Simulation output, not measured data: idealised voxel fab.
Title: Process Module voxel trench capacitor
The width of the displayed cross-section, cut, is 230 nm; its cells are square, with a size of 5 nm.
Just so we're on the same page, the cross-sections are grids of square cells, and they're listed out in bands top to bottom, each band one or more rows deep.
This entry defines a band. It first specifies the height of the band's top and the height of its bottom in nm, and then specifies the band's materials from left to right, stating each material with its width in nm. The word "full width" identifies a single material that fills the band from edge to edge, while the word "air" identifies empty space.
Basically, 0 is our baseline, since under it the wafer straight out of the box is all one material. The bottom band has no lower end and keeps on going down, so it looks like "0 down".
Width: "30 to 40" (first number = top row, second number = bottom row, same change from row to row of cells).
"everything unchanged" (step): cross-section cells unchanged, all of them.
"Enclosed cavity list" specifies each empty space that is not open to the top and that occupies no fewer than 8 cells, using the form width x height at distance, the distance measured from the left edge and all three quantities in nm.
That trailing text on a step's line, after the settings, is the simulator's own remark on the step.
overlay nm: mask right of planned place by this much (step with mask). Neg. = left.
Steps in the process plan
1 RECEIVE | material Si
2 CONFORMAL_DEP | material SiN | thk nm 5
3 DIRECTIONAL_DEP | material aC | thk nm 10
4 PATTERN | tone open | mask id TRENCH | material resist | width nm 30 | pitch nm 55 | thk nm 30 | overlay nm 0
5 DIRECTIONAL_ETCH | etch materials aC | depth nm 10
6 STRIP | etch materials resist
7 DIRECTIONAL_ETCH | etch materials SiN | depth nm 5
8 DIRECTIONAL_ETCH | etch materials Si | depth nm 30
9 STRIP | etch materials aC
10 CONFORMAL_DEP | material HfO2 | thk nm 5
11 CONFORMAL_DEP | material TiN | thk nm 5
12 FILL_DEP | material W | thk nm 5
13 CMP | height nm 5
First wafer out of two, processed as planned
This is the cross-section of the wafer as we received it, i.e. after step 1
* 0 down | Si full width
* Enclosed cavity list: none
Take a look at the wafer's cross-section after step 2
* 5 to 0 | SiN full width
* Below 0 it's all the same as before, nothing changed down there.
Take a look at the wafer's cross-section after step 3
* 15 to 5 | aC full width
* Below 5 it's all the same as before, nothing changed down there.
Take a look at the wafer's cross-section after step 4
* 45 to 15 | resist 70 nm | air 30 nm | resist 25 nm | air 30 nm | resist 75 nm
* Below 15 it's all the same as before, nothing changed down there.
Take a look at the wafer's cross-section after step 5
* 35 to 15 | resist 70 nm | air 30 nm | resist 25 nm | air 30 nm | resist 75 nm
* 15 to 5 | aC 70 nm | air 30 nm | aC 25 nm | air 30 nm | aC 75 nm
* Below 5 it's all the same as before, nothing changed down there.
Take a look at the wafer's cross-section after step 6
* 15 to 5 | aC 70 nm | air 30 nm | aC 25 nm | air 30 nm | aC 75 nm
* Below 5 it's all the same as before, nothing changed down there.
Take a look at the wafer's cross-section after step 7
* 15 to 5 | aC 70 nm | air 30 nm | aC 25 nm | air 30 nm | aC 75 nm
* 5 to 0 | SiN 70 nm | air 30 nm | SiN 25 nm | air 30 nm | SiN 75 nm
* Below 0 it's all the same as before, nothing changed down there.
Take a look at the wafer's cross-section after step 8
* 15 to 5 | aC 70 nm | air 30 nm | aC 25 nm | air 30 nm | aC 75 nm
* 5 to 0 | SiN 70 nm | air 30 nm | SiN 25 nm | air 30 nm | SiN 75 nm
* 0 to -30 | Si 70 nm | air 30 nm | Si 25 nm | air 30 nm | Si 75 nm
* Below -30 it's all the same as before, nothing changed down there.
Take a look at the wafer's cross-section after step 9
* 5 to 0 | SiN 70 nm | air 30 nm | SiN 25 nm | air 30 nm | SiN 75 nm
* Below 0 it's all the same as before, nothing changed down there.
Take a look at the wafer's cross-section after step 10
* 10 to 5 | HfO2 75 nm | air 20 nm | HfO2 35 nm | air 20 nm | HfO2 80 nm
* 5 to 0 | SiN 70 nm | HfO2 5 nm | air 20 nm | HfO2 5 nm | SiN 25 nm | HfO2 5 nm | air 20 nm | HfO2 5 nm | SiN 75 nm
* 0 to -25 | Si 70 nm | HfO2 5 nm | air 20 nm | HfO2 5 nm | Si 25 nm | HfO2 5 nm | air 20 nm | HfO2 5 nm | Si 75 nm
* -25 to -30 | Si 70 nm | HfO2 30 nm | Si 25 nm | HfO2 30 nm | Si 75 nm
* Below -30 it's all the same as before, nothing changed down there.
Take a look at the wafer's cross-section after step 11
* 15 to 10 | TiN 80 nm | air 10 nm | TiN 45 nm | air 10 nm | TiN 85 nm
* 10 to 5 | HfO2 75 nm | TiN 5 nm | air 10 nm | TiN 5 nm | HfO2 35 nm | TiN 5 nm | air 10 nm | TiN 5 nm | HfO2 80 nm
* 5 to 0 | SiN 70 nm | HfO2 5 nm | TiN 5 nm | air 10 nm | TiN 5 nm | HfO2 5 nm | SiN 25 nm | HfO2 5 nm | TiN 5 nm | air 10 nm | TiN 5 nm | HfO2 5 nm | SiN 75 nm
* 0 to -20 | Si 70 nm | HfO2 5 nm | TiN 5 nm | air 10 nm | TiN 5 nm | HfO2 5 nm | Si 25 nm | HfO2 5 nm | TiN 5 nm | air 10 nm | TiN 5 nm | HfO2 5 nm | Si 75 nm
* -20 to -25 | Si 70 nm | HfO2 5 nm | TiN 20 nm | HfO2 5 nm | Si 25 nm | HfO2 5 nm | TiN 20 nm | HfO2 5 nm | Si 75 nm
* Below -25 it's all the same as before, nothing changed down there.
Take a look at the wafer's cross-section after step 12
* 20 to 15 | W full width
* 15 to 10 | TiN 80 nm | W 10 nm | TiN 45 nm | W 10 nm | TiN 85 nm
* 10 to 5 | HfO2 75 nm | TiN 5 nm | W 10 nm | TiN 5 nm | HfO2 35 nm | TiN 5 nm | W 10 nm | TiN 5 nm | HfO2 80 nm
* 5 to 0 | SiN 70 nm | HfO2 5 nm | TiN 5 nm | W 10 nm | TiN 5 nm | HfO2 5 nm | SiN 25 nm | HfO2 5 nm | TiN 5 nm | W 10 nm | TiN 5 nm | HfO2 5 nm | SiN 75 nm
* 0 to -20 | Si 70 nm | HfO2 5 nm | TiN 5 nm | W 10 nm | TiN 5 nm | HfO2 5 nm | Si 25 nm | HfO2 5 nm | TiN 5 nm | W 10 nm | TiN 5 nm | HfO2 5 nm | Si 75 nm
* Below -20 it's all the same as before, nothing changed down there.
Take a look at the wafer's cross-section after step 13
* 5 to 0 | SiN 70 nm | HfO2 5 nm | TiN 5 nm | W 10 nm | TiN 5 nm | HfO2 5 nm | SiN 25 nm | HfO2 5 nm | TiN 5 nm | W 10 nm | TiN 5 nm | HfO2 5 nm | SiN 75 nm
* Below 0 it's all the same as before, nothing changed down there.
The remaining wafer, second of the two, started like the first and was run to the same plan, except that one mistake was made along the way; the two coincide through step 12, inclusive
Cross-section: second wafer, time at which step 13 was scheduled to end
* 0 to -20 | Si 70 nm | HfO2 5 nm | TiN 5 nm | W 10 nm | TiN 5 nm | HfO2 5 nm | Si 25 nm | HfO2 5 nm | TiN 5 nm | W 10 nm | TiN 5 nm | HfO2 5 nm | Si 75 nm
* Below -20 it's all the same as before, nothing changed down there.
What was the processing mistake? step 13 did not use the planned setting and instead ran as CMP | height nm 0
Final difference in cells, second wafer against first, listed per material as more or fewer: HfO2: 4 fewer, SiN: 34 fewer, TiN: 4 fewer, W: 4 fewer
